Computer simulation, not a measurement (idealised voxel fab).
Proc. module: voxel tone inversion
Square cell edge 5 nm, section width 295 nm, ID cut.
Square cells in a grid make up a cross-section in this document, and the grid is given as bands, listed from the top down, each one or more rows of cells. Each band's line starts with the height of the band's top and of its bottom, in nm. Then come its materials from left to right, each with its width in nm. One material with "all across" fills the band from edge to edge. "empty" is empty space. Below 0: as-received wafer, all one material; heights counted from there. Lowest band: no bottom, goes on down, written "from 0 down". Think of "30->40" as a width that walks from the first number to the second as you go down the band, top row to bottom row, taking equal-sized steps from row to row. Basically "no change" means that step didn't change any cell in the cross-section. Basically, "Voids, sealed" tells you about the enclosed voids: empty spaces with no open way to the top, 8 cells or bigger, each written width x height at distance, where distance is from the left edge, all in nm. after a step's settings: what the simulator itself notes on the step. Among the settings permitted on a step's line is "overlay nm"; applied to a step with a mask, it specifies the extent to which the mask lay to the right of its planned position, whereas a negative figure signifies a position to the left.
Process steps foreseen in the plan:
1) op RECEIVE | material Si
2) op CONFORMAL_DEP | material SiCN | thk nm 10
3) op DIRECTIONAL_DEP | material polySi | thk nm 25
4) op PATTERN | tone cover | mask id POSTS | material resist | width nm 25 | pitch nm 45 | thk nm 35 | overlay nm 0
5) op DIRECTIONAL_ETCH | etch materials polySi | depth nm 25
6) op STRIP | etch materials resist
7) op FILL_DEP | material lowk | thk nm 5
8) op CMP | height nm 35
9) op STRIP | etch materials polySi
10) op CONFORMAL_DEP | material TiN | thk nm 5
11) op FILL_DEP | material Cu | thk nm 5
12) op CMP | height nm 35
13) op CONFORMAL_DEP | material SiCN | thk nm 5
Cross-section of the wafer at receipt, which is the condition after step 1:
> from 0 down  Si all across
> Voids, sealed: none
The plan above was carried out on the starting structure above with one mistake, and this cross-section shows the wafer at the end of the module:
> from 40 to 35  SiCN all across
> from 35 to 15  Cu=60 | TiN=5 | lowk=25 | TiN=5 | Cu=10 | TiN=5 | lowk=25 | TiN=5 | Cu=10 | TiN=5 | lowk=25 | TiN=5 | Cu=10 | TiN=5 | lowk=25 | TiN=5 | Cu=65
> from 15 to 10  TiN=65 | lowk=25 | TiN=20 | lowk=25 | TiN=20 | lowk=25 | TiN=20 | lowk=25 | TiN=70
> from 10 to 0  SiCN all across
> from 0 down  Si all across
> Voids, sealed: none
Plan not followed: it should be noted that step 4 was executed with settings other than those planned, the operation and settings actually applied being op PATTERN | tone open | mask id POSTS | material resist | width nm 25 | pitch nm 45 | thk nm 35 | overlay nm 0
